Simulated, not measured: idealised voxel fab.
The process module presented herein is designated voxel quadruple lines.
Xsec cut, 285 nm wide, square cell size 5 nm.
In what follows, cross-sections appear as grids of square cells, described through bands that run from the top down, where every band is one or more rows of cells.
Band: top and bottom heights (nm) first, top before bottom; then materials from left to right, widths in nm. "everywhere" marks a sole material filling the band edge to edge. "empty" denotes empty space.
Note: height 0 marks the level under which the wafer is uniformly one material as received. Lowest band unbounded below, written "from 0 down".
You'd read "30->40" like this: the band's top row of cells is as wide as the first number, its bottom row is as wide as the second, and going down, every row changes width by the same amount as the row before did.
The cross-section has no changed cell in any step marked "no change".
For the entry "Cavities, sealed", the listed items are empty spaces with no open way to the top whose size is 8 cells or more; each item follows the pattern width x height at distance, where distance is from the left edge and all three are in nm.
Read whatever lies past the settings on a step's line as the simulator's own remark about the step.
You can add "overlay nm" to a step's line. For a step with a mask, it describes how far the mask lay to the right of its planned position, and a negative number describes a lay to the left.
So here's the lineup of process steps we planned
1: op RECEIVE | material Si
2: op CONFORMAL_DEP | material SiO2 | thk nm 10
3: op DIRECTIONAL_DEP | material W | thk nm 10
4: op DIRECTIONAL_DEP | material polySi | thk nm 20
5: op DIRECTIONAL_DEP | material aC | thk nm 20
6: op PATTERN | tone cover | mask id MANDREL | material resist | width nm 30 | pitch nm 80 | thk nm 25 | overlay nm 0
7: op DIRECTIONAL_ETCH | etch materials aC | depth nm 20
8: op STRIP | etch materials resist
9: op CONFORMAL_DEP | material SiO2 | thk nm 10
10: op DIRECTIONAL_ETCH | etch materials SiO2 | depth nm 10
11: op STRIP | etch materials aC
12: op DIRECTIONAL_ETCH | etch materials polySi | depth nm 20
13: op STRIP | etch materials SiO2
14: op CONFORMAL_DEP | material SiCN | thk nm 10
15: op DIRECTIONAL_ETCH | etch materials SiCN | depth nm 10
16: op STRIP | etch materials polySi
17: op DIRECTIONAL_ETCH | etch materials W | depth nm 10
18: op STRIP | etch materials SiCN
Incoming wafer, cross-sectional view, post step 1
    from 0 down  Si everywhere
    Cavities, sealed: none
Cross-sectional image of the first of two wafers at the end of the module, the run having proceeded as planned
    from 20 to 10  empty: 65  W: 10  empty: 10  W: 10  empty: 10  W: 10  empty: 10  W: 10  empty: 10  W: 10  empty: 10  W: 10  empty: 10  W: 10  empty: 10  W: 10  empty: 70
    from 10 to 0  SiO2 everywhere
    from 0 down  Si everywhere
    Cavities, sealed: none
Cross-section at end of module for the second wafer of two, which matched the first in starting point and plan and differed by one mistake in its processing
    from 20 to 10  empty: 70  W: 10  empty: 10  W: 20  empty: 10  W: 10  empty: 20  W: 10  empty: 10  W: 20  empty: 10  W: 10  empty: 75
    from 10 to 0  SiO2 everywhere
    from 0 down  Si everywhere
    Cavities, sealed: none
Here's what went sideways: step 6 ran with different settings than intended, the actual operation and settings being op PATTERN | tone cover | mask id MANDREL | material resist | width nm 20 | pitch nm 80 | thk nm 25 | overlay nm 0
Tallied in cells, the final second wafer holds each material in the same quantity as the first, although not at the same places.
